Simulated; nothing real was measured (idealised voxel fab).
process module | voxel double patterning
cross-section cut | 225 nm wide | cells 5 nm
A cross-section is a grid of square cells, given in bands from the top down. A band is one or more rows of cells.
Each band's line starts with the height of the band's top and of its bottom, in nm. Then come its materials from left to right, each with its width in nm. One material with "throughout" fills the band from edge to edge. "air" is empty space.
Height 0 is the level under which the wafer as received is all one material. The lowest band goes on downwards, as in "0 down".
A width such as "30 to 40" changes by the same amount from each row of cells to the next, from the band's top row to its bottom row.
"no change" after a step means that no cell of the cross-section changed.
closed voids: empty space of 8 cells or more with no open way to the top, each as width x height at its distance from the left edge, in nm
after a step's settings: what the simulator itself notes on the step
overlay nm, on a step with a mask: how far to the right of its planned place the mask lay; to the left if negative
plan
1 op RECEIVE | material Si
2 op CONFORMAL_DEP | material SiN | thk nm 5
3 op DIRECTIONAL_DEP | material SiO2 | thk nm 15
4 op DIRECTIONAL_DEP | material SiCN | thk nm 10
5 op PATTERN | tone open | mask id FIRST | material resist | width nm 15 | pitch nm 50 | thk nm 15 | overlay nm 0
6 op DIRECTIONAL_ETCH | etch materials SiCN | depth nm 10
7 op STRIP | etch materials resist
8 op MASKED_ETCH | tone open | mask id SECOND | width nm 15 | pitch nm 50 | etch materials SiCN | depth nm 10 | overlay nm 0
9 op DIRECTIONAL_ETCH | etch materials SiO2 | depth nm 15
10 op STRIP | etch materials SiCN
varied across the wafers: thk nm of step 2. The plan shows the first wafer's value. All wafers start alike
first wafer as received, after step 1
  0 down: Si throughout
  closed voids: none
first wafer at the end, after step 10
  20 to 5: SiO2 55 | air 15 | SiO2 10 | air 15 | SiO2 10 | air 15 | SiO2 10 | air 15 | SiO2 10 | air 15 | SiO2 55
  5 to 0: SiN throughout
  0 down: Si throughout
  closed voids: none
last wafer at the end
  35 to 20: SiO2 55 | air 15 | SiO2 10 | air 15 | SiO2 10 | air 15 | SiO2 10 | air 15 | SiO2 10 | air 15 | SiO2 55
  20 to 0: SiN throughout
  0 down: Si throughout
  closed voids: none
each wafer at the end: cells of each material gained (+) or lost (-) since it was received, then its closed voids
thk nm 5 | +45 SiN | +90 SiO2 | closed voids: none
thk nm 10 | +90 SiN | +90 SiO2 | closed voids: none
thk nm 15 | +135 SiN | +90 SiO2 | closed voids: none
thk nm 20 | +180 SiN | +90 SiO2 | closed voids: none
